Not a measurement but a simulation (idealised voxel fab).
Presented below is a process module, voxel self aligned vias.
Cross-sectional view cut (width: 280 nm; square cell size: 5 nm).
Notation: cross-section as square-cell grid; stated in bands, top first, going down; one or more cell rows per band. Quick guide to a band line: top height, bottom height (nm) up front; then every material left to right with its width in nm. Only one material and it's marked "full width"? Then it fills the band edge to edge. And "air" just means empty space. Height datum 0, below which the as-received substrate wafer is one material. Lowest band open at the bottom, running downward: "0 and below". Read "30 to 40" as a graded width: first number on top, second number at the bottom, same change between each pair of neighbouring rows. Reading "remains unaltered" for a step: not a cell of the cross-section changed in it. Entry "Enclosed cavities" = empty spaces >= 8 cells with no open way to the top; each as width x height at distance, distance from left edge, all nm. That trailing text on a step's line, after the settings, is the simulator's own remark on the step. overlay nm: right-of-plan distance of the mask on a masked step; negative values mean left-of-plan.
-- Below is the list of planned process steps
1) RECEIVE (material Si)
2) CONFORMAL_DEP (material SiO2; thk nm 15)
3) CONFORMAL_DEP (material SiCN; thk nm 5)
4) DIRECTIONAL_DEP (material SiO2; thk nm 20)
5) MASKED_ETCH (tone open; mask id LINES; width nm 20; pitch nm 45; etch materials SiO2; depth nm 20; overlay nm 0)
6) CONFORMAL_DEP (material TiN; thk nm 5)
7) FILL_DEP (material W; thk nm 5)
8) CMP (height nm 40)
9) SELECTIVE_ETCH (etch materials W Ru TiN; depth nm 5)
10) FILL_DEP (material SiN; thk nm 10)
11) CMP (height nm 40)
12) DIRECTIONAL_DEP (material SiO2; thk nm 15)
13) DIRECTIONAL_DEP (material aC; thk nm 10)
14) PATTERN (tone open; mask id VIAS; material resist; width nm 30; pitch nm 45; thk nm 25; overlay nm 0)
15) DIRECTIONAL_ETCH (etch materials aC; depth nm 10)
16) STRIP (etch materials resist)
17) DIRECTIONAL_ETCH (etch materials SiO2; depth nm 15)
18) DIRECTIONAL_ETCH (etch materials SiN; depth nm 5)
19) STRIP (etch materials aC)
20) CONFORMAL_DEP (material TiN; thk nm 5)
21) FILL_DEP (material W; thk nm 5)
22) CMP (height nm 55)
23) CONFORMAL_DEP (material SiCN; thk nm 5)
-- Cross-section of the incoming wafer, state after step 1
	0 and below | Si full width
	Enclosed cavities: none
-- Wafer cross-section at end of module: start and plan as shown above, one execution error
	50 down to 45 | SiCN full width
	45 down to 40 | 80 nm SiO2; 10 nm TiN; 10 nm W; 10 nm TiN; 15 nm SiO2; 10 nm TiN; 10 nm W; 10 nm TiN; 15 nm SiO2; 10 nm TiN; 10 nm W; 10 nm TiN; 80 nm SiO2
	40 down to 35 | 85 nm SiO2; 20 nm TiN; 25 nm SiO2; 20 nm TiN; 25 nm SiO2; 20 nm TiN; 85 nm SiO2
	35 down to 25 | 85 nm SiO2; 5 nm TiN; 10 nm W; 5 nm TiN; 25 nm SiO2; 5 nm TiN; 10 nm W; 5 nm TiN; 25 nm SiO2; 5 nm TiN; 10 nm W; 5 nm TiN; 85 nm SiO2
	25 down to 20 | 85 nm SiO2; 20 nm TiN; 25 nm SiO2; 20 nm TiN; 25 nm SiO2; 20 nm TiN; 85 nm SiO2
	20 down to 15 | SiCN full width
	15 down to 0 | SiO2 full width
	0 and below | Si full width
	Enclosed cavities: none
The mistake made against the process plan was this: step 22, actual vs plan mismatch, actual run CMP (height nm 45)
